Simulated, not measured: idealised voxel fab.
Module name: voxel capacitor over wiring (process module)
Each square cell in cross-section cut measures 5 nm, and the section as a whole is 140 nm wide.
Notation: cross-section as square-cell grid; stated in bands, top first, going down; one or more cell rows per band. Per band: top height and bottom height in nm, followed by the left-to-right materials and their widths in nm; "throughout" marks a single material spanning edge to edge, "empty" marks empty space. Heights are measured from 0, the level below which the as-received wafer is all one material; the lowest band has no bottom and continues downward, written as in "top 0, no bottom". Width: "30->40" (first number = top row, second number = bottom row, same change from row to row of cells). For the purposes of this document, the phrase "changes: none" attached to a step denotes that no cell within the cross-section was modified by that step. This entry, "Entrapped void list", enumerates those empty regions of no fewer than 8 cells that possess no open connection to the top. Each region is reported in the form width x height at distance, the distance being taken from the left edge, with all three quantities expressed in nm. It should be noted that, on the line of a given step, the content following the step's settings is a remark produced by the simulator itself with respect to that step. overlay nm: how far to the right of its planned place the mask lay on this masked step (negative: to the left). Pairs ahead. Before: cross-section ahead of one process step. After: cross-section once the step is done, shown to the lowest changed band only. Under each pair: that step, with settings. Caution: pairs may come from different runs of this module on the same starting wafer; a pair follows the pair above only where its "Pre-step condition" entry says so.
Pre-step condition:
	top 0, no bottom  Si throughout
	Entrapped void list: none
Result of Step:
	top 15, bottom 0  SiO2 throughout
	No changes below 0.
	Entrapped void list: none
The two cross-sections above bracket this step: CONFORMAL_DEP with material SiO2, thk nm 15
Pre-step condition: carried over from the after image of the pair right above.
Result of Step:
	top 20, bottom 15  TiN throughout
	No changes below 15.
	Entrapped void list: none
The two cross-sections above bracket this step: DIRECTIONAL_DEP with material TiN, thk nm 5
Pre-step condition: carried over from the after image of the pair right above.
Result of Step:
	top 40, bottom 20  W throughout
	No changes below 20.
	Entrapped void list: none
The two cross-sections above bracket this step: DIRECTIONAL_DEP with material W, thk nm 20
Pre-step condition: carried over from the after image of the pair right above.
Result of Step:
	top 40, bottom 20  20 empty, then 20 W, then 60 empty, then 20 W, then 20 empty
	No changes below 20.
	Entrapped void list: none
The two cross-sections above bracket this step: MASKED_ETCH with tone cover, mask id METAL_1, width nm 20, pitch nm 80, etch materials W, depth nm 20, overlay nm 0
Pre-step condition: carried over from the after image of the pair right above.
Result of Step:
	top 40, bottom 20  20 empty, then 20 W, then 60 empty, then 20 W, then 20 empty
	top 20, bottom 15  20 empty, then 20 TiN, then 60 empty, then 20 TiN, then 20 empty
	No changes below 15.
	Entrapped void list: none
The two cross-sections above bracket this step: MASKED_ETCH with tone cover, mask id METAL_1, width nm 20, pitch nm 80, etch materials TiN, depth nm 5, overlay nm 0
Pre-step condition: carried over from the after image of the pair right above.
Result of Step:
	top 50, bottom 40  lowk throughout
	top 40, bottom 20  20 lowk, then 20 W, then 60 lowk, then 20 W, then 20 lowk
	top 20, bottom 15  20 lowk, then 20 TiN, then 60 lowk, then 20 TiN, then 20 lowk
	No changes below 15.
	Entrapped void list: none
The two cross-sections above bracket this step: FILL_DEP with material lowk, thk nm 10
Pre-step condition: carried over from the after image of the pair right above.
Result of Step:
	top 40, bottom 20  20 lowk, then 20 W, then 60 lowk, then 20 W, then 20 lowk
	No changes below 20.
	Entrapped void list: none
The two cross-sections above bracket this step: CMP with height nm 40
Pre-step condition: carried over from the after image of the pair right above.
Result of Step:
	top 45, bottom 40  SiCN throughout
	No changes below 40.
	Entrapped void list: none
The two cross-sections above bracket this step: CONFORMAL_DEP with material SiCN, thk nm 5
Pre-step condition: carried over from the after image of the pair right above.
Result of Step:
	top 55, bottom 45  lowk throughout
	No changes below 45.
	Entrapped void list: none
The two cross-sections above bracket this step: DIRECTIONAL_DEP with material lowk, thk nm 10
Pre-step condition: carried over from the after image of the pair right above.
Result of Step:
	top 75, bottom 55  25 resist, then 15 empty, then 100 resist
	No changes below 55.
	Entrapped void list: none
The two cross-sections above bracket this step: PATTERN with tone open, mask id PLUG_1, material resist, width nm 15, thk nm 20, overlay nm 0
Pre-step condition: carried over from the after image of the pair right above.
Result of Step:
	top 75, bottom 55  25 resist, then 15 empty, then 100 resist
	top 55, bottom 45  25 lowk, then 15 empty, then 100 lowk
	No changes below 45.
	Entrapped void list: none
The two cross-sections above bracket this step: DIRECTIONAL_ETCH with etch materials lowk, depth nm 10
Pre-step condition: carried over from the after image of the pair right above.
Result of Step:
	top 75, bottom 55  25 resist, then 15 empty, then 100 resist
	top 55, bottom 45  25 lowk, then 15 empty, then 100 lowk
	top 45, bottom 40  25 SiCN, then 15 empty, then 100 SiCN
	No changes below 40.
	Entrapped void list: none
The two cross-sections above bracket this step: DIRECTIONAL_ETCH with etch materials SiCN, depth nm 5
Pre-step condition: carried over from the after image of the pair right above.
Result of Step:
	top 55, bottom 45  25 lowk, then 15 empty, then 100 lowk
	No changes below 45.
	Entrapped void list: none
The two cross-sections above bracket this step: STRIP with etch materials resist
Pre-step condition: carried over from the after image of the pair right above.
Result of Step:
	top 60, bottom 55  30 TiN, then 5 empty, then 105 TiN
	top 55, bottom 45  25 lowk, then 5 TiN, then 5 empty, then 5 TiN, then 100 lowk
	top 45, bottom 40  25 SiCN, then 15 TiN, then 100 SiCN
	No changes below 40.
	Entrapped void list: none
The two cross-sections above bracket this step: CONFORMAL_DEP with material TiN, thk nm 5
Pre-step condition: carried over from the after image of the pair right above.
Result of Step:
	top 70, bottom 60  Cu throughout
	top 60, bottom 55  30 TiN, then 5 Cu, then 105 TiN
	top 55, bottom 45  25 lowk, then 5 TiN, then 5 Cu, then 5 TiN, then 100 lowk
	No changes below 45.
	Entrapped void list: none
The two cross-sections above bracket this step: FILL_DEP with material Cu, thk nm 10
Pre-step condition: carried over from the after image of the pair right above.
Result of Step:
	top 55, bottom 45  25 lowk, then 5 TiN, then 5 Cu, then 5 TiN, then 100 lowk
	No changes below 45.
	Entrapped void list: none
The two cross-sections above bracket this step: CMP with height nm 55
Pre-step condition: carried over from the after image of the pair right above.
Result of Step:
	top 65, bottom 55  TiN throughout
	No changes below 55.
	Entrapped void list: none
The two cross-sections above bracket this step: DIRECTIONAL_DEP with material TiN, thk nm 10
Pre-step condition: carried over from the after image of the pair right above.
Result of Step:
	top 70, bottom 65  Al2O3 throughout
	No changes below 65.
	Entrapped void list: none
The two cross-sections above bracket this step: DIRECTIONAL_DEP with material Al2O3, thk nm 5
Pre-step condition: carried over from the after image of the pair right above.
Result of Step:
	top 80, bottom 70  TiN throughout
	No changes below 70.
	Entrapped void list: none
The two cross-sections above bracket this step: DIRECTIONAL_DEP with material TiN, thk nm 10
Pre-step condition: carried over from the after image of the pair right above.
Result of Step:
	top 100, bottom 80  25 empty, then 65 resist, then 50 empty
	No changes below 80.
	Entrapped void list: none
The two cross-sections above bracket this step: PATTERN with tone cover, mask id UPPER_PLATE, material resist, width nm 65, thk nm 20, overlay nm 0
Pre-step condition: carried over from the after image of the pair right above.
Result of Step:
	top 100, bottom 80  25 empty, then 65 resist, then 50 empty
	top 80, bottom 70  25 empty, then 65 TiN, then 50 empty
	No changes below 70.
	Entrapped void list: none
The two cross-sections above bracket this step: DIRECTIONAL_ETCH with etch materials TiN, depth nm 10
Pre-step condition: carried over from the after image of the pair right above.
Result of Step:
	top 100, bottom 80  25 empty, then 65 resist, then 50 empty
	top 80, bottom 70  25 empty, then 65 TiN, then 50 empty
	top 70, bottom 65  25 empty, then 65 Al2O3, then 50 empty
	No changes below 65.
	Entrapped void list: none
The two cross-sections above bracket this step: DIRECTIONAL_ETCH with etch materials Al2O3, depth nm 5
Pre-step condition: carried over from the after image of the pair right above.
Result of Step:
	top 80, bottom 70  25 empty, then 65 TiN, then 50 empty
	No changes below 70.
	Entrapped void list: none
The two cross-sections above bracket this step: STRIP with etch materials resist
Pre-step condition: carried over from the after image of the pair right above.
Result of Step:
	top 100, bottom 80  20 empty, then 75 resist, then 45 empty
	top 80, bottom 70  20 empty, then 5 resist, then 65 TiN, then 5 resist, then 45 empty
	top 70, bottom 65  20 empty, then 5 resist, then 65 Al2O3, then 5 resist, then 45 empty
	No changes below 65.
	Entrapped void list: none
The two cross-sections above bracket this step: PATTERN with tone cover, mask id LOWER_PLATE, material resist, width nm 75, thk nm 20, overlay nm 0
Pre-step condition: carried over from the after image of the pair right above.
Result of Step:
	top 100, bottom 80  20 empty, then 75 resist, then 45 empty
	top 80, bottom 70  20 empty, then 5 resist, then 65 TiN, then 5 resist, then 45 empty
	top 70, bottom 65  20 empty, then 5 resist, then 65 Al2O3, then 5 resist, then 45 empty
	top 65, bottom 55  20 empty, then 75 TiN, then 45 empty
	No changes below 55.
	Entrapped void list: none
The two cross-sections above bracket this step: DIRECTIONAL_ETCH with etch materials TiN, depth nm 10
Pre-step condition: carried over from the after image of the pair right above.
Result of Step:
	top 80, bottom 70  25 empty, then 65 TiN, then 50 empty
	top 70, bottom 65  25 empty, then 65 Al2O3, then 50 empty
	No changes below 65.
	Entrapped void list: none
The two cross-sections above bracket this step: STRIP with etch materials resist
Pre-step condition: carried over from the after image of the pair right above.
Result of Step:
	top 100, bottom 80  SiO2 throughout
	top 80, bottom 70  25 SiO2, then 65 TiN, then 50 SiO2
	top 70, bottom 65  25 SiO2, then 65 Al2O3, then 50 SiO2
	top 65, bottom 55  20 SiO2, then 75 TiN, then 45 SiO2
	No changes below 55.
	Entrapped void list: none
The two cross-sections above bracket this step: FILL_DEP with material SiO2, thk nm 20
Pre-step condition: carried over from the after image of the pair right above.
Result of Step:
	top 95, bottom 80  SiO2 throughout
	No changes below 80.
	Entrapped void list: none
The two cross-sections above bracket this step: CMP with height nm 95
Pre-step condition: carried over from the after image of the pair right above.
Result of Step:
	top 95, bottom 80  35 SiO2, then 15 empty, then 90 SiO2
	No changes below 80.
	Entrapped void list: none
The two cross-sections above bracket this step: MASKED_ETCH with tone open, mask id PLUG_2, width nm 15, etch materials SiO2, depth nm 15, overlay nm 0
Pre-step condition: carried over from the after image of the pair right above.
Result of Step:
	top 100, bottom 95  40 TiN, then 5 empty, then 95 TiN
	top 95, bottom 85  35 SiO2, then 5 TiN, then 5 empty, then 5 TiN, then 90 SiO2
	top 85, bottom 80  35 SiO2, then 15 TiN, then 90 SiO2
	No changes below 80.
	Entrapped void list: none
The two cross-sections above bracket this step: CONFORMAL_DEP with material TiN, thk nm 5
Pre-step condition: carried over from the after image of the pair right above.
Result of Step:
	top 110, bottom 100  Ru throughout
	top 100, bottom 95  40 TiN, then 5 Ru, then 95 TiN
	top 95, bottom 85  35 SiO2, then 5 TiN, then 5 Ru, then 5 TiN, then 90 SiO2
	No changes below 85.
	Entrapped void list: none
The two cross-sections above bracket this step: FILL_DEP with material Ru, thk nm 10
Pre-step condition: carried over from the after image of the pair right above.
Result of Step:
	top 95, bottom 85  35 SiO2, then 5 TiN, then 5 Ru, then 5 TiN, then 90 SiO2
	No changes below 85.
	Entrapped void list: none
The two cross-sections above bracket this step: CMP with height nm 95
Pre-step condition: carried over from the after image of the pair right above.
Result of Step:
	top 100, bottom 95  SiCN throughout
	No changes below 95.
	Entrapped void list: none
The two cross-sections above bracket this step: CONFORMAL_DEP with material SiCN, thk nm 5
Pre-step condition:
	top 110, bottom 100  Ru throughout
	top 100, bottom 95  40 TiN, then 5 Ru, then 95 TiN
	top 95, bottom 85  35 SiO2, then 5 TiN, then 5 Ru, then 5 TiN, then 90 SiO2
	top 85, bottom 80  35 SiO2, then 15 TiN, then 90 SiO2
	top 80, bottom 70  25 SiO2, then 65 TiN, then 50 SiO2
	top 70, bottom 65  25 SiO2, then 65 Al2O3, then 50 SiO2
	top 65, bottom 55  20 SiO2, then 75 TiN, then 45 SiO2
	top 55, bottom 45  25 lowk, then 5 TiN, then 5 Cu, then 5 TiN, then 100 lowk
	top 45, bottom 40  25 SiCN, then 15 TiN, then 100 SiCN
	top 40, bottom 20  20 lowk, then 20 W, then 60 lowk, then 20 W, then 20 lowk
	top 20, bottom 15  20 lowk, then 20 TiN, then 60 lowk, then 20 TiN, then 20 lowk
	top 15, bottom 0  SiO2 throughout
	top 0, no bottom  Si throughout
	Entrapped void list: none
Result of Step:
	top 115, bottom 110  SiCN throughout
	No changes below 110.
	Entrapped void list: none
The two cross-sections above bracket this step: CONFORMAL_DEP with material SiCN, thk nm 5
Pre-step condition:
	top 15, bottom 0  SiO2 throughout
	top 0, no bottom  Si throughout
	Entrapped void list: none
Result of Step:
	top 30, bottom 0  SiO2 throughout
	No changes below 0.
	Entrapped void list: none
The two cross-sections above bracket this step: CONFORMAL_DEP with material SiO2, thk nm 15
Pre-step condition: carried over from the after image of the pair right above.
Result of Step:
	top 35, bottom 30  TiN throughout
	No changes below 30.
	Entrapped void list: none
The two cross-sections above bracket this step: DIRECTIONAL_DEP with material TiN, thk nm 5
Pre-step condition: carried over from the after image of the pair right above.
Result of Step:
	top 55, bottom 35  W throughout
	No changes below 35.
	Entrapped void list: none
The two cross-sections above bracket this step: DIRECTIONAL_DEP with material W, thk nm 20
Pre-step condition: carried over from the after image of the pair right above.
Result of Step:
	top 55, bottom 35  20 empty, then 20 W, then 60 empty, then 20 W, then 20 empty
	No changes below 35.
	Entrapped void list: none
The two cross-sections above bracket this step: MASKED_ETCH with tone cover, mask id METAL_1, width nm 20, pitch nm 80, etch materials W, depth nm 20, overlay nm 0
Pre-step condition: carried over from the after image of the pair right above.
Result of Step:
	top 55, bottom 35  20 empty, then 20 W, then 60 empty, then 20 W, then 20 empty
	top 35, bottom 30  20 empty, then 20 TiN, then 60 empty, then 20 TiN, then 20 empty
	No changes below 30.
	Entrapped void list: none
The two cross-sections above bracket this step: MASKED_ETCH with tone cover, mask id METAL_1, width nm 20, pitch nm 80, etch materials TiN, depth nm 5, overlay nm 0
Pre-step condition: carried over from the after image of the pair right above.
Result of Step:
	top 65, bottom 55  lowk throughout
	top 55, bottom 35  20 lowk, then 20 W, then 60 lowk, then 20 W, then 20 lowk
	top 35, bottom 30  20 lowk, then 20 TiN, then 60 lowk, then 20 TiN, then 20 lowk
	No changes below 30.
	Entrapped void list: none
The two cross-sections above bracket this step: FILL_DEP with material lowk, thk nm 10
Pre-step condition: carried over from the after image of the pair right above.
Result of Step:
	top 40, bottom 35  20 lowk, then 20 W, then 60 lowk, then 20 W, then 20 lowk
	No changes below 35.
	Entrapped void list: none
The two cross-sections above bracket this step: CMP with height nm 40
Pre-step condition: carried over from the after image of the pair right above.
Result of Step:
	top 45, bottom 40  SiCN throughout
	No changes below 40.
	Entrapped void list: none
The two cross-sections above bracket this step: CONFORMAL_DEP with material SiCN, thk nm 5
Pre-step condition: carried over from the after image of the pair right above.
Result of Step:
	top 55, bottom 45  lowk throughout
	No changes below 45.
	Entrapped void list: none
The two cross-sections above bracket this step: DIRECTIONAL_DEP with material lowk, thk nm 10
Pre-step condition: carried over from the after image of the pair right above.
Result of Step:
	top 75, bottom 55  25 resist, then 15 empty, then 100 resist
	No changes below 55.
	Entrapped void list: none
The two cross-sections above bracket this step: PATTERN with tone open, mask id PLUG_1, material resist, width nm 15, thk nm 20, overlay nm 0
Pre-step condition: carried over from the after image of the pair right above.
Result of Step:
	top 75, bottom 55  25 resist, then 15 empty, then 100 resist
	top 55, bottom 45  25 lowk, then 15 empty, then 100 lowk
	No changes below 45.
	Entrapped void list: none
The two cross-sections above bracket this step: DIRECTIONAL_ETCH with etch materials lowk, depth nm 10
Pre-step condition: carried over from the after image of the pair right above.
Result of Step:
	top 75, bottom 55  25 resist, then 15 empty, then 100 resist
	top 55, bottom 45  25 lowk, then 15 empty, then 100 lowk
	top 45, bottom 40  25 SiCN, then 15 empty, then 100 SiCN
	No changes below 40.
	Entrapped void list: none
The two cross-sections above bracket this step: DIRECTIONAL_ETCH with etch materials SiCN, depth nm 5
Pre-step condition: carried over from the after image of the pair right above.
Result of Step:
	top 55, bottom 45  25 lowk, then 15 empty, then 100 lowk
	No changes below 45.
	Entrapped void list: none
The two cross-sections above bracket this step: STRIP with etch materials resist
Pre-step condition: carried over from the after image of the pair right above.
Result of Step:
	top 60, bottom 55  30 TiN, then 5 empty, then 105 TiN
	top 55, bottom 45  25 lowk, then 5 TiN, then 5 empty, then 5 TiN, then 100 lowk
	top 45, bottom 40  25 SiCN, then 15 TiN, then 100 SiCN
	No changes below 40.
	Entrapped void list: none
The two cross-sections above bracket this step: CONFORMAL_DEP with material TiN, thk nm 5
Pre-step condition: carried over from the after image of the pair right above.
Result of Step:
	top 70, bottom 60  Cu throughout
	top 60, bottom 55  30 TiN, then 5 Cu, then 105 TiN
	top 55, bottom 45  25 lowk, then 5 TiN, then 5 Cu, then 5 TiN, then 100 lowk
	No changes below 45.
	Entrapped void list: none
The two cross-sections above bracket this step: FILL_DEP with material Cu, thk nm 10
Pre-step condition: carried over from the after image of the pair right above.
Result of Step:
	top 55, bottom 45  25 lowk, then 5 TiN, then 5 Cu, then 5 TiN, then 100 lowk
	No changes below 45.
	Entrapped void list: none
The two cross-sections above bracket this step: CMP with height nm 55
Pre-step condition: carried over from the after image of the pair right above.
Result of Step:
	top 65, bottom 55  TiN throughout
	No changes below 55.
	Entrapped void list: none
The two cross-sections above bracket this step: DIRECTIONAL_DEP with material TiN, thk nm 10
Pre-step condition: carried over from the after image of the pair right above.
Result of Step:
	top 70, bottom 65  Al2O3 throughout
	No changes below 65.
	Entrapped void list: none
The two cross-sections above bracket this step: DIRECTIONAL_DEP with material Al2O3, thk nm 5
Pre-step condition: carried over from the after image of the pair right above.
Result of Step:
	top 80, bottom 70  TiN throughout
	No changes below 70.
	Entrapped void list: none
The two cross-sections above bracket this step: DIRECTIONAL_DEP with material TiN, thk nm 10
Pre-step condition: carried over from the after image of the pair right above.
Result of Step:
	top 100, bottom 80  25 empty, then 65 resist, then 50 empty
	No changes below 80.
	Entrapped void list: none
The two cross-sections above bracket this step: PATTERN with tone cover, mask id UPPER_PLATE, material resist, width nm 65, thk nm 20, overlay nm 0
Pre-step condition: carried over from the after image of the pair right above.
Result of Step:
	top 100, bottom 80  25 empty, then 65 resist, then 50 empty
	top 80, bottom 70  25 empty, then 65 TiN, then 50 empty
	No changes below 70.
	Entrapped void list: none
The two cross-sections above bracket this step: DIRECTIONAL_ETCH with etch materials TiN, depth nm 10
Pre-step condition: carried over from the after image of the pair right above.
Result of Step:
	top 100, bottom 80  25 empty, then 65 resist, then 50 empty
	top 80, bottom 70  25 empty, then 65 TiN, then 50 empty
	top 70, bottom 65  25 empty, then 65 Al2O3, then 50 empty
	No changes below 65.
	Entrapped void list: none
The two cross-sections above bracket this step: DIRECTIONAL_ETCH with etch materials Al2O3, depth nm 5
Pre-step condition: carried over from the after image of the pair right above.
Result of Step:
	top 80, bottom 70  25 empty, then 65 TiN, then 50 empty
	No changes below 70.
	Entrapped void list: none
The two cross-sections above bracket this step: STRIP with etch materials resist
Pre-step condition: carried over from the after image of the pair right above.
Result of Step:
	top 100, bottom 80  20 empty, then 75 resist, then 45 empty
	top 80, bottom 70  20 empty, then 5 resist, then 65 TiN, then 5 resist, then 45 empty
	top 70, bottom 65  20 empty, then 5 resist, then 65 Al2O3, then 5 resist, then 45 empty
	No changes below 65.
	Entrapped void list: none
The two cross-sections above bracket this step: PATTERN with tone cover, mask id LOWER_PLATE, material resist, width nm 75, thk nm 20, overlay nm 0
Pre-step condition: carried over from the after image of the pair right above.
Result of Step:
	top 100, bottom 80  20 empty, then 75 resist, then 45 empty
	top 80, bottom 70  20 empty, then 5 resist, then 65 TiN, then 5 resist, then 45 empty
	top 70, bottom 65  20 empty, then 5 resist, then 65 Al2O3, then 5 resist, then 45 empty
	top 65, bottom 55  20 empty, then 75 TiN, then 45 empty
	No changes below 55.
	Entrapped void list: none
The two cross-sections above bracket this step: DIRECTIONAL_ETCH with etch materials TiN, depth nm 10
Pre-step condition: carried over from the after image of the pair right above.
Result of Step:
	top 80, bottom 70  25 empty, then 65 TiN, then 50 empty
	top 70, bottom 65  25 empty, then 65 Al2O3, then 50 empty
	No changes below 65.
	Entrapped void list: none
The two cross-sections above bracket this step: STRIP with etch materials resist
Pre-step condition: carried over from the after image of the pair right above.
Result of Step:
	top 100, bottom 80  SiO2 throughout
	top 80, bottom 70  25 SiO2, then 65 TiN, then 50 SiO2
	top 70, bottom 65  25 SiO2, then 65 Al2O3, then 50 SiO2
	top 65, bottom 55  20 SiO2, then 75 TiN, then 45 SiO2
	No changes below 55.
	Entrapped void list: none
The two cross-sections above bracket this step: FILL_DEP with material SiO2, thk nm 20
Pre-step condition: carried over from the after image of the pair right above.
Result of Step:
	top 95, bottom 80  SiO2 throughout
	No changes below 80.
	Entrapped void list: none
The two cross-sections above bracket this step: CMP with height nm 95
Pre-step condition: carried over from the after image of the pair right above.
Result of Step:
	top 95, bottom 80  35 SiO2, then 15 empty, then 90 SiO2
	No changes below 80.
	Entrapped void list: none
The two cross-sections above bracket this step: MASKED_ETCH with tone open, mask id PLUG_2, width nm 15, etch materials SiO2, depth nm 15, overlay nm 0
Pre-step condition: carried over from the after image of the pair right above.
Result of Step:
	top 100, bottom 95  40 TiN, then 5 empty, then 95 TiN
	top 95, bottom 85  35 SiO2, then 5 TiN, then 5 empty, then 5 TiN, then 90 SiO2
	top 85, bottom 80  35 SiO2, then 15 TiN, then 90 SiO2
	No changes below 80.
	Entrapped void list: none
The two cross-sections above bracket this step: CONFORMAL_DEP with material TiN, thk nm 5
Pre-step condition: carried over from the after image of the pair right above.
Result of Step:
	top 110, bottom 100  Ru throughout
	top 100, bottom 95  40 TiN, then 5 Ru, then 95 TiN
	top 95, bottom 85  35 SiO2, then 5 TiN, then 5 Ru, then 5 TiN, then 90 SiO2
	No changes below 85.
	Entrapped void list: none
The two cross-sections above bracket this step: FILL_DEP with material Ru, thk nm 10
Pre-step condition: carried over from the after image of the pair right above.
Result of Step:
	top 95, bottom 85  35 SiO2, then 5 TiN, then 5 Ru, then 5 TiN, then 90 SiO2
	No changes below 85.
	Entrapped void list: none
The two cross-sections above bracket this step: CMP with height nm 95
Pre-step condition: carried over from the after image of the pair right above.
Result of Step:
	top 100, bottom 95  SiCN throughout
	No changes below 95.
	Entrapped void list: none
The two cross-sections above bracket this step: CONFORMAL_DEP with material SiCN, thk nm 5
Pre-step condition:
	top 65, bottom 55  TiN throughout
	top 55, bottom 45  25 lowk, then 5 TiN, then 5 Cu, then 5 TiN, then 100 lowk
	top 45, bottom 40  25 SiCN, then 15 TiN, then 100 SiCN
	top 40, bottom 20  20 lowk, then 20 W, then 60 lowk, then 20 W, then 20 lowk
	top 20, bottom 15  20 lowk, then 20 TiN, then 60 lowk, then 20 TiN, then 20 lowk
	top 15, bottom 0  SiO2 throughout
	top 0, no bottom  Si throughout
	Entrapped void list: none
Result of Step:
	top 75, bottom 55  TiN throughout
	No changes below 55.
	Entrapped void list: none
The two cross-sections above bracket this step: DIRECTIONAL_DEP with material TiN, thk nm 10
Pre-step condition: carried over from the after image of the pair right above.
Result of Step:
	top 80, bottom 75  Al2O3 throughout
	No changes below 75.
	Entrapped void list: none
The two cross-sections above bracket this step: DIRECTIONAL_DEP with material Al2O3, thk nm 5
Pre-step condition: carried over from the after image of the pair right above.
Result of Step:
	top 100, bottom 80  25 empty, then 65 resist, then 50 empty
	No changes below 80.
	Entrapped void list: none
The two cross-sections above bracket this step: PATTERN with tone cover, mask id UPPER_PLATE, material resist, width nm 65, thk nm 20, overlay nm 0
Pre-step condition: carried over from the after image of the pair right above.
Result of Step:
	top 100, bottom 80  25 empty, then 65 resist, then 50 empty
	top 80, bottom 75  25 empty, then 65 Al2O3, then 50 empty
	No changes below 75.
	Entrapped void list: none
The two cross-sections above bracket this step: DIRECTIONAL_ETCH with etch materials Al2O3, depth nm 5
Pre-step condition: carried over from the after image of the pair right above.
Result of Step:
	top 80, bottom 75  25 empty, then 65 Al2O3, then 50 empty
	No changes below 75.
	Entrapped void list: none
The two cross-sections above bracket this step: STRIP with etch materials resist
Pre-step condition: carried over from the after image of the pair right above.
Result of Step:
	top 100, bottom 80  20 empty, then 75 resist, then 45 empty
	top 80, bottom 75  20 empty, then 5 resist, then 65 Al2O3, then 5 resist, then 45 empty
	No changes below 75.
	Entrapped void list: none
The two cross-sections above bracket this step: PATTERN with tone cover, mask id LOWER_PLATE, material resist, width nm 75, thk nm 20, overlay nm 0
Pre-step condition: carried over from the after image of the pair right above.
Result of Step:
	top 100, bottom 80  20 empty, then 75 resist, then 45 empty
	top 80, bottom 75  20 empty, then 5 resist, then 65 Al2O3, then 5 resist, then 45 empty
	top 75, bottom 65  20 empty, then 75 TiN, then 45 empty
	No changes below 65.
	Entrapped void list: none
The two cross-sections above bracket this step: DIRECTIONAL_ETCH with etch materials TiN, depth nm 10
Pre-step condition: carried over from the after image of the pair right above.
Result of Step:
	top 80, bottom 75  25 empty, then 65 Al2O3, then 50 empty
	No changes below 75.
	Entrapped void list: none
The two cross-sections above bracket this step: STRIP with etch materials resist
Pre-step condition: carried over from the after image of the pair right above.
Result of Step:
	top 100, bottom 80  SiO2 throughout
	top 80, bottom 75  25 SiO2, then 65 Al2O3, then 50 SiO2
	top 75, bottom 65  20 SiO2, then 75 TiN, then 45 SiO2
	No changes below 65.
	Entrapped void list: none
The two cross-sections above bracket this step: FILL_DEP with material SiO2, thk nm 20
Pre-step condition: carried over from the after image of the pair right above.
Result of Step:
	top 95, bottom 80  SiO2 throughout
	No changes below 80.
	Entrapped void list: none
The two cross-sections above bracket this step: CMP with height nm 95
Pre-step condition: carried over from the after image of the pair right above.
Result of Step:
	top 95, bottom 80  35 SiO2, then 15 empty, then 90 SiO2
	No changes below 80.
	Entrapped void list: none
The two cross-sections above bracket this step: MASKED_ETCH with tone open, mask id PLUG_2, width nm 15, etch materials SiO2, depth nm 15, overlay nm 0
Pre-step condition: carried over from the after image of the pair right above.
Result of Step:
	top 100, bottom 95  40 TiN, then 5 empty, then 95 TiN
	top 95, bottom 85  35 SiO2, then 5 TiN, then 5 empty, then 5 TiN, then 90 SiO2
	top 85, bottom 80  35 SiO2, then 15 TiN, then 90 SiO2
	No changes below 80.
	Entrapped void list: none
The two cross-sections above bracket this step: CONFORMAL_DEP with material TiN, thk nm 5
Pre-step condition: carried over from the after image of the pair right above.
Result of Step:
	top 110, bottom 100  Ru throughout
	top 100, bottom 95  40 TiN, then 5 Ru, then 95 TiN
	top 95, bottom 85  35 SiO2, then 5 TiN, then 5 Ru, then 5 TiN, then 90 SiO2
	No changes below 85.
	Entrapped void list: none
The two cross-sections above bracket this step: FILL_DEP with material Ru, thk nm 10
Pre-step condition: carried over from the after image of the pair right above.
Result of Step:
	top 95, bottom 85  35 SiO2, then 5 TiN, then 5 Ru, then 5 TiN, then 90 SiO2
	No changes below 85.
	Entrapped void list: none
The two cross-sections above bracket this step: CMP with height nm 95
Pre-step condition: carried over from the after image of the pair right above.
Result of Step:
	top 100, bottom 95  SiCN throughout
	No changes below 95.
	Entrapped void list: none
The two cross-sections above bracket this step: CONFORMAL_DEP with material SiCN, thk nm 5
Pre-step condition:
	top 50, bottom 40  lowk throughout
	top 40, bottom 20  20 lowk, then 20 W, then 60 lowk, then 20 W, then 20 lowk
	top 20, bottom 15  20 lowk, then 20 TiN, then 60 lowk, then 20 TiN, then 20 lowk
	top 15, bottom 0  SiO2 throughout
	top 0, no bottom  Si throughout
	Entrapped void list: none
Result of Step:
	top 30, bottom 20  20 lowk, then 20 W, then 60 lowk, then 20 W, then 20 lowk
	No changes below 20.
	Entrapped void list: none
The two cross-sections above bracket this step: CMP with height nm 30
Pre-step condition: carried over from the after image of the pair right above.
Result of Step:
	top 35, bottom 30  SiCN throughout
	No changes below 30.
	Entrapped void list: none
The two cross-sections above bracket this step: CONFORMAL_DEP with material SiCN, thk nm 5
Pre-step condition: carried over from the after image of the pair right above.
Result of Step:
	top 45, bottom 35  lowk throughout
	No changes below 35.
	Entrapped void list: none
The two cross-sections above bracket this step: DIRECTIONAL_DEP with material lowk, thk nm 10
Pre-step condition: carried over from the after image of the pair right above.
Result of Step:
	top 65, bottom 45  25 resist, then 15 empty, then 100 resist
	No changes below 45.
	Entrapped void list: none
The two cross-sections above bracket this step: PATTERN with tone open, mask id PLUG_1, material resist, width nm 15, thk nm 20, overlay nm 0
Pre-step condition: carried over from the after image of the pair right above.
Result of Step:
	top 65, bottom 45  25 resist, then 15 empty, then 100 resist
	top 45, bottom 35  25 lowk, then 15 empty, then 100 lowk
	No changes below 35.
	Entrapped void list: none
The two cross-sections above bracket this step: DIRECTIONAL_ETCH with etch materials lowk, depth nm 10
Pre-step condition: carried over from the after image of the pair right above.
Result of Step:
	top 65, bottom 45  25 resist, then 15 empty, then 100 resist
	top 45, bottom 35  25 lowk, then 15 empty, then 100 lowk
	top 35, bottom 30  25 SiCN, then 15 empty, then 100 SiCN
	No changes below 30.
	Entrapped void list: none
The two cross-sections above bracket this step: DIRECTIONAL_ETCH with etch materials SiCN, depth nm 5
Pre-step condition: carried over from the after image of the pair right above.
Result of Step:
	top 45, bottom 35  25 lowk, then 15 empty, then 100 lowk
	No changes below 35.
	Entrapped void list: none
The two cross-sections above bracket this step: STRIP with etch materials resist
Pre-step condition: carried over from the after image of the pair right above.
Result of Step:
	top 50, bottom 45  30 TiN, then 5 empty, then 105 TiN
	top 45, bottom 35  25 lowk, then 5 TiN, then 5 empty, then 5 TiN, then 100 lowk
	top 35, bottom 30  25 SiCN, then 15 TiN, then 100 SiCN
	No changes below 30.
	Entrapped void list: none
The two cross-sections above bracket this step: CONFORMAL_DEP with material TiN, thk nm 5
Pre-step condition: carried over from the after image of the pair right above.
Result of Step:
	top 60, bottom 50  Cu throughout
	top 50, bottom 45  30 TiN, then 5 Cu, then 105 TiN
	top 45, bottom 35  25 lowk, then 5 TiN, then 5 Cu, then 5 TiN, then 100 lowk
	No changes below 35.
	Entrapped void list: none
The two cross-sections above bracket this step: FILL_DEP with material Cu, thk nm 10
Pre-step condition: carried over from the after image of the pair right above.
Result of Step:
	top 55, bottom 50  Cu throughout
	No changes below 50.
	Entrapped void list: none
The two cross-sections above bracket this step: CMP with height nm 55
Pre-step condition: carried over from the after image of the pair right above.
Result of Step:
	top 65, bottom 55  TiN throughout
	No changes below 55.
	Entrapped void list: none
The two cross-sections above bracket this step: DIRECTIONAL_DEP with material TiN, thk nm 10
Pre-step condition: carried over from the after image of the pair right above.
Result of Step:
	top 70, bottom 65  Al2O3 throughout
	No changes below 65.
	Entrapped void list: none
The two cross-sections above bracket this step: DIRECTIONAL_DEP with material Al2O3, thk nm 5
